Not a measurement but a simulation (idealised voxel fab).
This section sets out a process module, namely voxel ribs on slabs.
This is section cut - it's 225 nm across, gridded in 5 nm square cells.
Reading order for cross-sections: top band down to bottom band. Underlying form: a grid of square cells. Band size: one or more rows of cells.
A band entry consists of two parts. The first gives the height of the band's top and the height of its bottom, in nm. The rest lists the band's materials from left to right, each with its width in nm. A single material labelled with the word "all across" fills the band from edge to edge, and the word "blank" marks empty space.
For the purposes of this specification, 0 denotes the height below which the wafer in its as-received condition is composed wholly of one material, and the lowermost band, lacking a lower limit, extends downward without end, as expressed in "0 and below".
Quick explanation for "30..40": the width changes in equal steps down the rows of cells, from the first number in the band's top row to the second number in its bottom row.
Basically "remained unchanged" means that step didn't change any cell in the cross-section.
"Entrapped voids" means: voids of 8 cells or more that are shut off from the top with no open way through. Written width x height at distance, distance from the left edge, in nm.
If you see something after the settings on a step's line, that's the simulator's own remark about that step.
If you see "overlay nm" on a step's line and that step has a mask, it's telling you how far right of where it was planned the mask ended up; a negative number means it went left instead.

# The process steps that were planned are listed below
- 1: RECEIVE (material Si)
- 2: DIRECTIONAL_DEP (material SiO2; thk nm 25)
- 3: DIRECTIONAL_DEP (material SiN; thk nm 15)
- 4: DIRECTIONAL_DEP (material aC; thk nm 15)
- 5: PATTERN (tone cover; mask id RIB; material resist; width nm 15; thk nm 35; overlay nm 0)
- 6: DIRECTIONAL_ETCH (etch materials aC; depth nm 15)
- 7: STRIP (etch materials resist)
- 8: DIRECTIONAL_ETCH (etch materials SiN; depth nm 10)
- 9: STRIP (etch materials aC)
- 10: MASKED_ETCH (tone cover; mask id SLAB; width nm 55; etch materials SiN; depth nm 5; overlay nm 0)
- 11: FILL_DEP (material SiO2; thk nm 20)
- 12: CMP (height nm 55)
- 13: DIRECTIONAL_DEP (material TiN; thk nm 5)
- 14: PATTERN (tone cover; mask id HEATER; material resist; width nm 25; thk nm 20; overlay nm 0)
- 15: DIRECTIONAL_ETCH (etch materials TiN; depth nm 5)
- 16: STRIP (etch materials resist)
- 17: CONFORMAL_DEP (material SiN; thk nm 10)

# First of two wafers - as planned

# Wafer cross-section on receipt, i.e. after step 1
	0 and below: Si all across
	Entrapped voids: none

# You're looking at a cross-section of the wafer after step 2
	25 down to 0: SiO2 all across
	Below 0, the layers are the same as they were.

# You're looking at a cross-section of the wafer after step 3
	40 down to 25: SiN all across
	Below 25, the layers are the same as they were.

# You're looking at a cross-section of the wafer after step 4
	55 down to 40: aC all across
	Below 40, the layers are the same as they were.

# You're looking at a cross-section of the wafer after step 5
	90 down to 55: blank (105), then resist (15), then blank (105)
	Below 55, the layers are the same as they were.

# You're looking at a cross-section of the wafer after step 6
	75 down to 55: blank (105), then resist (15), then blank (105)
	55 down to 40: blank (105), then aC (15), then blank (105)
	Below 40, the layers are the same as they were.

# You're looking at a cross-section of the wafer after step 7
	55 down to 40: blank (105), then aC (15), then blank (105)
	Below 40, the layers are the same as they were.

# You're looking at a cross-section of the wafer after step 8
	55 down to 40: blank (105), then aC (15), then blank (105)
	40 down to 30: blank (105), then SiN (15), then blank (105)
	Below 30, the layers are the same as they were.

# You're looking at a cross-section of the wafer after step 9
	40 down to 30: blank (105), then SiN (15), then blank (105)
	Below 30, the layers are the same as they were.

# You're looking at a cross-section of the wafer after step 10
	40 down to 30: blank (105), then SiN (15), then blank (105)
	30 down to 25: blank (85), then SiN (55), then blank (85)
	Below 25, the layers are the same as they were.

# You're looking at a cross-section of the wafer after step 11
	60 down to 40: SiO2 all across
	40 down to 30: SiO2 (105), then SiN (15), then SiO2 (105)
	30 down to 25: SiO2 (85), then SiN (55), then SiO2 (85)
	Below 25, the layers are the same as they were.

# You're looking at a cross-section of the wafer after step 12
	55 down to 40: SiO2 all across
	Below 40, the layers are the same as they were.

# You're looking at a cross-section of the wafer after step 13
	60 down to 55: TiN all across
	Below 55, the layers are the same as they were.

# You're looking at a cross-section of the wafer after step 14
	80 down to 60: blank (100), then resist (25), then blank (100)
	Below 60, the layers are the same as they were.

# You're looking at a cross-section of the wafer after step 15
	80 down to 60: blank (100), then resist (25), then blank (100)
	60 down to 55: blank (100), then TiN (25), then blank (100)
	Below 55, the layers are the same as they were.

# You're looking at a cross-section of the wafer after step 16
	60 down to 55: blank (100), then TiN (25), then blank (100)
	Below 55, the layers are the same as they were.

# You're looking at a cross-section of the wafer after step 17
	70 down to 65: blank (90), then SiN (45), then blank (90)
	65 down to 60: SiN all across
	60 down to 55: SiN (100), then TiN (25), then SiN (100)
	Below 55, the layers are the same as they were.

# The Second Wafer: Common Origin and Plan, One Mistake in Execution, Identical to the First Through Step 9

# Here is the second wafer in cross-section at the point where step 10 of the plan should have been done
	40 down to 30: blank (105), then SiN (15), then blank (105)
	30 down to 25: blank (90), then SiN (50), then blank (85)
	Below 25, the layers are the same as they were.

# Here is the second wafer in cross-section at the point where step 11 of the plan should have been done
	60 down to 40: SiO2 all across
	40 down to 30: SiO2 (105), then SiN (15), then SiO2 (105)
	30 down to 25: SiO2 (90), then SiN (50), then SiO2 (85)
	Below 25, the layers are the same as they were.

# Here is the second wafer in cross-section at the point where step 12 of the plan should have been done
	55 down to 40: SiO2 all across
	Below 40, the layers are the same as they were.

# Here is the second wafer in cross-section at the point where step 13 of the plan should have been done
	60 down to 55: TiN all across
	Below 55, the layers are the same as they were.

# Here is the second wafer in cross-section at the point where step 14 of the plan should have been done
	80 down to 60: blank (100), then resist (25), then blank (100)
	Below 60, the layers are the same as they were.

# Here is the second wafer in cross-section at the point where step 15 of the plan should have been done
	80 down to 60: blank (100), then resist (25), then blank (100)
	60 down to 55: blank (100), then TiN (25), then blank (100)
	Below 55, the layers are the same as they were.

# Here is the second wafer in cross-section at the point where step 16 of the plan should have been done
	60 down to 55: blank (100), then TiN (25), then blank (100)
	Below 55, the layers are the same as they were.

# Here is the second wafer in cross-section at the point where step 17 of the plan should have been done
	70 down to 65: blank (90), then SiN (45), then blank (90)
	65 down to 60: SiN all across
	60 down to 55: SiN (100), then TiN (25), then SiN (100)
	Below 55, the layers are the same as they were.
Processing error: step 10: run off-plan, actual operation and settings MASKED_ETCH (tone cover; mask id SLAB; width nm 50; etch materials SiN; depth nm 5; overlay nm 0)
Once processing is complete, comparing cell counts shows that the second wafer has more or fewer of certain materials than the first: 1 fewer of SiN; 1 more of SiO2
